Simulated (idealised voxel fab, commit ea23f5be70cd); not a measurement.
process module | voxel transistor to metal
cross-section cut | 150 nm wide | cells 5 nm
A cross-section is a grid of square cells, given in bands from the top down. A band is one or more rows of cells.
Each band's line starts with the height of the band's top and of its bottom, in nm. Then come its materials from left to right, each with its width in nm. One material with "throughout" fills the band from edge to edge. "air" is empty space.
Height 0 is the level under which the wafer as received is all one material. The lowest band goes on downwards, as in "0 down".
A width such as "30 to 40" changes by the same amount from each row of cells to the next, from the band's top row to its bottom row.
"no change" after a step means that no cell of the cross-section changed.
closed voids: empty space of 8 cells or more with no open way to the top, each as width x height at its distance from the left edge, in nm
after a step's settings: what the simulator itself notes on the step
overlay nm, on a step with a mask: how far to the right of its planned place the mask lay; to the left if negative
plan
1 op RECEIVE | material Si
2 op OXIDIZE | depth nm 5
3 op CONFORMAL_DEP | material SiN | thk nm 10
4 op PATTERN | tone cover | mask id ACTIVE | material resist | width nm 95 | thk nm 20 | overlay nm 0
5 op DIRECTIONAL_ETCH | etch materials SiN | depth nm 10
6 op DIRECTIONAL_ETCH | etch materials SiO2 | depth nm 5
7 op DIRECTIONAL_ETCH | etch materials Si | depth nm 35
8 op STRIP | etch materials resist
9 op FILL_DEP | material SiO2 | thk nm 5
10 op CMP | height nm 10
11 op SELECTIVE_ETCH | etch materials SiO2 | depth nm 10
12 op STRIP | etch materials SiN
13 op SELECTIVE_ETCH | etch materials SiO2 | depth nm 5
14 op OXIDIZE | depth nm 5
15 op DIRECTIONAL_DEP | material polySi | thk nm 30
16 op DIRECTIONAL_DEP | material SiCN | thk nm 10
17 op MASKED_ETCH | tone cover | mask id GATE | width nm 25 | etch materials SiCN | depth nm 20 | overlay nm 0
18 op MASKED_ETCH | tone cover | mask id GATE | width nm 25 | etch materials polySi | depth nm 40 | overlay nm 0
19 op CONFORMAL_DEP | material SiO2 | thk nm 5
20 op DIRECTIONAL_ETCH | etch materials SiO2 | depth nm 5
21 op CONFORMAL_DEP | material SiN | thk nm 5
22 op DIRECTIONAL_ETCH | etch materials SiN | depth nm 5
23 op DIRECTIONAL_ETCH | etch materials SiO2 | depth nm 5
24 op DIRECTIONAL_ETCH | etch materials Si | depth nm 5
25 op EPI | material SiGe | thk nm 10
26 op FILL_DEP | material SiO2 | thk nm 10
27 op CMP | height nm 25
28 op STRIP | etch materials polySi
29 op SELECTIVE_ETCH | etch materials SiO2 | depth nm 5
30 op CONFORMAL_DEP | material HfO2 | thk nm 5
31 op CONFORMAL_DEP | material TiN | thk nm 5
32 op FILL_DEP | material W | thk nm 10
33 op CMP | height nm 20
34 op DIRECTIONAL_DEP | material SiO2 | thk nm 15
35 op MASKED_ETCH | tone open | mask id CONTACT | width nm 15 | pitch nm 70 | etch materials SiO2 | depth nm 40 | overlay nm 0
36 op CONFORMAL_DEP | material TiN | thk nm 5
37 op FILL_DEP | material Ru | thk nm 10
38 op CMP | height nm 35
39 op CONFORMAL_DEP | material SiCN | thk nm 5
40 op DIRECTIONAL_DEP | material SiO2 | thk nm 20
41 op PATTERN | tone open | mask id METAL_1 | material resist | width nm 15 | pitch nm 70 | thk nm 15 | overlay nm -15
42 op DIRECTIONAL_ETCH | etch materials SiO2 | depth nm 20
43 op DIRECTIONAL_ETCH | etch materials SiCN | depth nm 5
44 op STRIP | etch materials resist
45 op CONFORMAL_DEP | material TiN | thk nm 5
46 op FILL_DEP | material Cu | thk nm 10
47 op CMP | height nm 60
48 op CONFORMAL_DEP | material SiN | thk nm 5
varied across the wafers: overlay nm of step 41. The plan shows the first wafer's value. All wafers start alike
first wafer as received, after step 1
  0 down: Si throughout
  closed voids: none
first wafer at the end, after step 48
  65 to 60: SiN throughout
  60 to 40: SiO2 15 | TiN 5 | Cu 5 | TiN 5 | SiO2 55 | TiN 5 | Cu 5 | TiN 5 | SiO2 50
  40 to 35: SiCN 15 | TiN 15 | SiCN 55 | TiN 15 | SiCN 50
  35 to 20: SiO2 30 | TiN 5 | Ru 5 | TiN 5 | SiO2 55 | TiN 5 | Ru 5 | TiN 5 | SiO2 35
  20 to 5: SiO2 30 | TiN 5 | Ru 5 | TiN 5 | SiO2 5 | SiN 5 | HfO2 5 | TiN 5 | W 15 | TiN 5 | HfO2 5 | SiN 5 | SiO2 5 | TiN 5 | Ru 5 | TiN 5 | SiO2 35
  5 to 0: SiO2 30 | TiN 15 | SiO2 5 | SiN 5 | HfO2 5 | TiN 5 | W 15 | TiN 5 | HfO2 5 | SiN 5 | SiO2 5 | TiN 15 | SiO2 35
  0 to -5: SiO2 30 | TiN 10 | SiGe 10 | SiN 5 | HfO2 5 | TiN 25 | HfO2 5 | SiN 5 | SiGe 10 | TiN 10 | SiO2 35
  -5 to -10: SiO2 20 | SiGe 30 | SiO2 5 | HfO2 35 | SiO2 5 | SiGe 30 | SiO2 25
  -10 to -15: SiO2 25 | SiGe 25 | Si 45 | SiGe 25 | SiO2 30
  -15 to -40: SiO2 25 | Si 95 | SiO2 30
  -40 down: Si throughout
  closed voids: none
last wafer at the end
  65 to 60: SiN throughout
  60 to 40: SiO2 45 | TiN 5 | Cu 5 | TiN 5 | SiO2 55 | TiN 5 | Cu 5 | TiN 5 | SiO2 20
  40 to 35: SiCN 45 | TiN 15 | SiCN 55 | TiN 15 | SiCN 20
  35 to 20: SiO2 30 | TiN 5 | Ru 5 | TiN 5 | SiO2 55 | TiN 5 | Ru 5 | TiN 5 | SiO2 35
  20 to 5: SiO2 30 | TiN 5 | Ru 5 | TiN 5 | SiO2 5 | SiN 5 | HfO2 5 | TiN 5 | W 15 | TiN 5 | HfO2 5 | SiN 5 | SiO2 5 | TiN 5 | Ru 5 | TiN 5 | SiO2 35
  5 to 0: SiO2 30 | TiN 15 | SiO2 5 | SiN 5 | HfO2 5 | TiN 5 | W 15 | TiN 5 | HfO2 5 | SiN 5 | SiO2 5 | TiN 15 | SiO2 35
  0 to -5: SiO2 30 | TiN 10 | SiGe 10 | SiN 5 | HfO2 5 | TiN 25 | HfO2 5 | SiN 5 | SiGe 10 | TiN 10 | SiO2 35
  -5 to -10: SiO2 20 | SiGe 30 | SiO2 5 | HfO2 35 | SiO2 5 | SiGe 30 | SiO2 25
  -10 to -15: SiO2 25 | SiGe 25 | Si 45 | SiGe 25 | SiO2 30
  -15 to -40: SiO2 25 | Si 95 | SiO2 30
  -40 down: Si throughout
  closed voids: none
each wafer at the end: cells of each material gained (+) or lost (-) since it was received, then its closed voids
overlay nm -15 | +8 Cu | +17 HfO2 | +12 Ru | -136 Si | +24 SiCN | +26 SiGe | +40 SiN | +318 SiO2 | +69 TiN | +12 W | closed voids: none
overlay nm -10 | +8 Cu | +17 HfO2 | +12 Ru | -136 Si | +24 SiCN | +26 SiGe | +40 SiN | +318 SiO2 | +69 TiN | +12 W | closed voids: none
overlay nm -5 | +8 Cu | +17 HfO2 | +12 Ru | -136 Si | +24 SiCN | +26 SiGe | +40 SiN | +318 SiO2 | +69 TiN | +12 W | closed voids: none
overlay nm 0 | +8 Cu | +17 HfO2 | +12 Ru | -136 Si | +24 SiCN | +26 SiGe | +40 SiN | +318 SiO2 | +69 TiN | +12 W | closed voids: none
overlay nm 5 | +8 Cu | +17 HfO2 | +12 Ru | -136 Si | +24 SiCN | +26 SiGe | +40 SiN | +318 SiO2 | +69 TiN | +12 W | closed voids: none
overlay nm 10 | +8 Cu | +17 HfO2 | +12 Ru | -136 Si | +24 SiCN | +26 SiGe | +40 SiN | +318 SiO2 | +69 TiN | +12 W | closed voids: none
overlay nm 15 | +8 Cu | +17 HfO2 | +12 Ru | -136 Si | +24 SiCN | +26 SiGe | +40 SiN | +318 SiO2 | +69 TiN | +12 W | closed voids: none
